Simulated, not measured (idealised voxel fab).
Title: Process Module voxel transistor to metal
This is section cut - it's 185 nm across, gridded in 5 nm square cells.
Think of the cross-section as a grid of square cells. We describe it in bands, top to bottom, and each band covers one or more rows of those cells. This entry defines a band. It first specifies the height of the band's top and the height of its bottom in nm, and then specifies the band's materials from left to right, stating each material with its width in nm. The word "full width" identifies a single material that fills the band from edge to edge, while the word "air" identifies empty space. Heights are reckoned from 0. Under this level, the received wafer is all of one material. The bottommost band is open-ended downward, for example "from 0 down". Quick explanation for "30->40": the width changes in equal steps down the rows of cells, from the first number in the band's top row to the second number in its bottom row. Any step labelled "no alteration" changed none of the cells in the cross-section. Any empty space of 8 cells or more lacking an open way to the top shows up in "Closed empty spaces" as width x height at distance, distance from the left edge, in nm. Where a step's line continues beyond its settings, the continuation is a remark by the simulator itself on that step. When a step includes a mask, the "overlay nm" setting on its line states how far to the right of its planned place that mask lay, and negative values state how far to the left.
Plan:
| 1 | RECEIVE,material Si |
| 2 | OXIDIZE,depth nm 5 |
| 3 | CONFORMAL_DEP,material SiN,thk nm 10 |
| 4 | DIRECTIONAL_DEP,material aC,thk nm 10 |
| 5 | PATTERN,tone cover,mask id ACTIVE,material resist,width nm 120,thk nm 25,overlay nm 0 |
| 6 | DIRECTIONAL_ETCH,etch materials aC,depth nm 10 |
| 7 | STRIP,etch materials resist |
| 8 | DIRECTIONAL_ETCH,etch materials SiN,depth nm 10 |
| 9 | DIRECTIONAL_ETCH,etch materials SiO2,depth nm 5 |
| 10 | DIRECTIONAL_ETCH,etch materials Si,depth nm 20 |
| 11 | STRIP,etch materials aC |
| 12 | OXIDIZE,depth nm 5 |
| 13 | FILL_DEP,material SiO2,thk nm 5 |
| 14 | CMP,height nm 10 |
| 15 | SELECTIVE_ETCH,etch materials SiO2,depth nm 5 |
| 16 | STRIP,etch materials SiN |
| 17 | SELECTIVE_ETCH,etch materials SiO2,depth nm 5 |
| 18 | OXIDIZE,depth nm 5 |
| 19 | DIRECTIONAL_DEP,material polySi,thk nm 25 |
| 20 | DIRECTIONAL_DEP,material SiCN,thk nm 10 |
| 21 | PATTERN,tone cover,mask id GATE,material resist,width nm 30,thk nm 15,overlay nm 0 |
| 22 | DIRECTIONAL_ETCH,etch materials SiCN,depth nm 20 |
| 23 | DIRECTIONAL_ETCH,etch materials polySi,depth nm 35 |
| 24 | STRIP,etch materials resist |
| 25 | CONFORMAL_DEP,material SiO2,thk nm 5 |
| 26 | DIRECTIONAL_ETCH,etch materials SiO2,depth nm 5 |
| 27 | CONFORMAL_DEP,material SiN,thk nm 5 |
| 28 | DIRECTIONAL_ETCH,etch materials SiN,depth nm 5 |
| 29 | DIRECTIONAL_ETCH,etch materials SiO2,depth nm 5 |
| 30 | DIRECTIONAL_ETCH,etch materials Si,depth nm 5 |
| 31 | EPI,material SiGe,thk nm 5 |
| 32 | FILL_DEP,material SiO2,thk nm 5 |
| 33 | CMP,height nm 20 |
| 34 | STRIP,etch materials polySi |
| 35 | SELECTIVE_ETCH,etch materials SiO2,depth nm 5 |
| 36 | CONFORMAL_DEP,material HfO2,thk nm 5 |
| 37 | CONFORMAL_DEP,material TiN,thk nm 5 |
| 38 | FILL_DEP,material W,thk nm 5 |
| 39 | CMP,height nm 15 |
| 40 | DIRECTIONAL_DEP,material SiO2,thk nm 15 |
| 41 | PATTERN,tone open,mask id CONTACT,material resist,width nm 15,pitch nm 85,thk nm 15,overlay nm 0 |
| 42 | DIRECTIONAL_ETCH,etch materials SiO2,depth nm 40 |
| 43 | STRIP,etch materials resist |
| 44 | CONFORMAL_DEP,material TiN,thk nm 5 |
| 45 | FILL_DEP,material Ru,thk nm 10 |
| 46 | CMP,height nm 30 |
| 47 | CONFORMAL_DEP,material SiN,thk nm 5 |
| 48 | DIRECTIONAL_DEP,material SiO2,thk nm 25 |
| 49 | PATTERN,tone open,mask id METAL_1,material resist,width nm 15,pitch nm 85,thk nm 20,overlay nm 0 |
| 50 | DIRECTIONAL_ETCH,etch materials SiO2,depth nm 25 |
| 51 | DIRECTIONAL_ETCH,etch materials SiN,depth nm 5 |
| 52 | STRIP,etch materials resist |
| 53 | CONFORMAL_DEP,material TiN,thk nm 5 |
| 54 | FILL_DEP,material Cu,thk nm 10 |
| 55 | CMP,height nm 60 |
| 56 | CONFORMAL_DEP,material SiCN,thk nm 5 |
As received, after step 1:
	from 0 down: Si full width
	Closed empty spaces: none
First of two wafers, end-of-module section, run followed plan:
	from 65 to 60: SiCN full width
	from 60 to 35: SiO2=40 / TiN=5 / Cu=5 / TiN=5 / SiO2=70 / TiN=5 / Cu=5 / TiN=5 / SiO2=45
	from 35 to 30: SiN=40 / TiN=15 / SiN=70 / TiN=15 / SiN=45
	from 30 to 15: SiO2=40 / TiN=5 / Ru=5 / TiN=5 / SiO2=70 / TiN=5 / Ru=5 / TiN=5 / SiO2=45
	from 15 to 0: SiO2=40 / TiN=5 / Ru=5 / TiN=5 / SiO2=10 / SiN=5 / HfO2=5 / TiN=5 / W=20 / TiN=5 / HfO2=5 / SiN=5 / SiO2=10 / TiN=5 / Ru=5 / TiN=5 / SiO2=45
	from 0 to -5: SiO2=30 / SiN=5 / SiO2=5 / TiN=5 / Ru=5 / TiN=5 / SiO2=10 / SiN=5 / HfO2=5 / TiN=30 / HfO2=5 / SiN=5 / SiO2=10 / TiN=5 / Ru=5 / TiN=5 / SiO2=5 / SiN=5 / SiO2=35
	from -5 to -10: SiO2=40 / TiN=15 / SiO2=5 / SiGe=5 / SiO2=5 / HfO2=40 / SiO2=5 / SiGe=5 / SiO2=5 / TiN=15 / SiO2=45
	from -10 to -15: SiO2=35 / SiGe=30 / Si=50 / SiGe=30 / SiO2=40
	from -15 to -30: SiO2=35 / Si=110 / SiO2=40
	from -30 down: Si full width
	Closed empty spaces: none
This cross-section belongs to the second wafer of two at the end of the module; the start and the plan were shared with the first, and the run included one mistake:
	from 65 to 60: SiCN full width
	from 60 to 35: SiO2=40 / TiN=5 / Cu=5 / TiN=5 / SiO2=70 / TiN=5 / Cu=5 / TiN=5 / SiO2=45
	from 35 to 30: SiN=40 / TiN=15 / SiN=70 / TiN=15 / SiN=45
	from 30 to 15: SiO2=40 / TiN=5 / Ru=5 / TiN=5 / SiO2=70 / TiN=5 / Ru=5 / TiN=5 / SiO2=45
	from 15 to 0: SiO2=40 / TiN=5 / Ru=5 / TiN=5 / SiO2=10 / SiN=5 / Ru=5 / TiN=5 / W=20 / TiN=5 / Ru=5 / SiN=5 / SiO2=10 / TiN=5 / Ru=5 / TiN=5 / SiO2=45
	from 0 to -5: SiO2=30 / SiN=5 / SiO2=5 / TiN=5 / Ru=5 / TiN=5 / SiO2=10 / SiN=5 / Ru=5 / TiN=30 / Ru=5 / SiN=5 / SiO2=10 / TiN=5 / Ru=5 / TiN=5 / SiO2=5 / SiN=5 / SiO2=35
	from -5 to -10: SiO2=40 / TiN=15 / SiO2=5 / SiGe=5 / SiO2=5 / Ru=40 / SiO2=5 / SiGe=5 / SiO2=5 / TiN=15 / SiO2=45
	from -10 to -15: SiO2=35 / SiGe=30 / Si=50 / SiGe=30 / SiO2=40
	from -15 to -30: SiO2=35 / Si=110 / SiO2=40
	from -30 down: Si full width
	Closed empty spaces: none
In executing the process, a mistake was made relative to the plan: rather than as planned, step 36 actually ran as CONFORMAL_DEP,material Ru,thk nm 5
It is noted that, at the conclusion of processing, the second wafer exhibits a higher or lower cell count for certain materials relative to the first: 16 fewer of HfO2 | 16 more of Ru
